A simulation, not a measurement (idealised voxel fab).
Process module under the name voxel trench capacitor
This is section cut - it's 145 nm across, gridded in 5 nm square cells.
Square cells in a grid make up a cross-section in this document, and the grid is given as bands, listed from the top down, each one or more rows of cells.
Look at the band entry: it leads with the top's height and the bottom's height in nm. Then it lists the materials left to right, with a width in nm for each. The word "full width" on a single material says that material fills the band edge to edge. The word "blank" is empty space.
Height is counted from the level 0, under which the received wafer is composed throughout of one material. The lowest of the bands is not closed at the bottom but continues downward, in the notation "0 down".
So if you see something like "30->40" for the width, read it as the top row of the band sitting at the first number and the bottom row at the second, with every row in between moving by the same amount as the last.
When a step is marked "no change", none of the cells in the cross-section changed during that step.
In "Entrapped voids" the enclosed voids are listed, meaning empty spaces of 8 cells or larger without any opening to the top. The form is width x height at distance, distance from the left edge, units nm.
Heads up: the bit after the settings on a step's line is the simulator's remark on that step.
A step line may carry the setting "overlay nm", which, for steps involving a mask, states the distance by which the mask lay to the right of its intended position; negative values denote displacement to the left.
Process steps (planned):
1 RECEIVE,material Si
2 CONFORMAL_DEP,material SiN,thk nm 5
3 DIRECTIONAL_DEP,material aC,thk nm 15
4 PATTERN,tone open,mask id TRENCH,material resist,width nm 15,pitch nm 45,thk nm 35,overlay nm -15
5 DIRECTIONAL_ETCH,etch materials aC,depth nm 15
6 STRIP,etch materials resist
7 DIRECTIONAL_ETCH,etch materials SiN,depth nm 5
8 DIRECTIONAL_ETCH,etch materials Si,depth nm 40
9 STRIP,etch materials aC
10 CONFORMAL_DEP,material Al2O3,thk nm 5
11 FILL_DEP,material polySi,thk nm 10
12 CMP,height nm 5
Every wafer here starts from the same state; it is the step 4 overlay nm that distinguishes them, and the value the plan gives belongs to the first wafer.
First of several wafers (as received, post step 1), cross-sectional view:
* 0 down = Si full width
* Entrapped voids: none
Below is a per-wafer table. In it, each row describes the wafer at the end of the module by giving, for each material, the number of cells gained (+) or lost (-) since the wafer was received, and after that the closed voids of the wafer:
overlay nm -15 | +38 Al2O3 | -48 Si | +23 SiN | +16 polySi | Entrapped voids: none
overlay nm -10 | +38 Al2O3 | -48 Si | +23 SiN | +16 polySi | Entrapped voids: none
overlay nm -5 | +38 Al2O3 | -48 Si | +23 SiN | +16 polySi | Entrapped voids: none
overlay nm 0 | +38 Al2O3 | -48 Si | +23 SiN | +16 polySi | Entrapped voids: none
overlay nm 5 | +38 Al2O3 | -48 Si | +23 SiN | +16 polySi | Entrapped voids: none
overlay nm 10 | +38 Al2O3 | -48 Si | +23 SiN | +16 polySi | Entrapped voids: none
overlay nm 15 | +38 Al2O3 | -48 Si | +23 SiN | +16 polySi | Entrapped voids: none
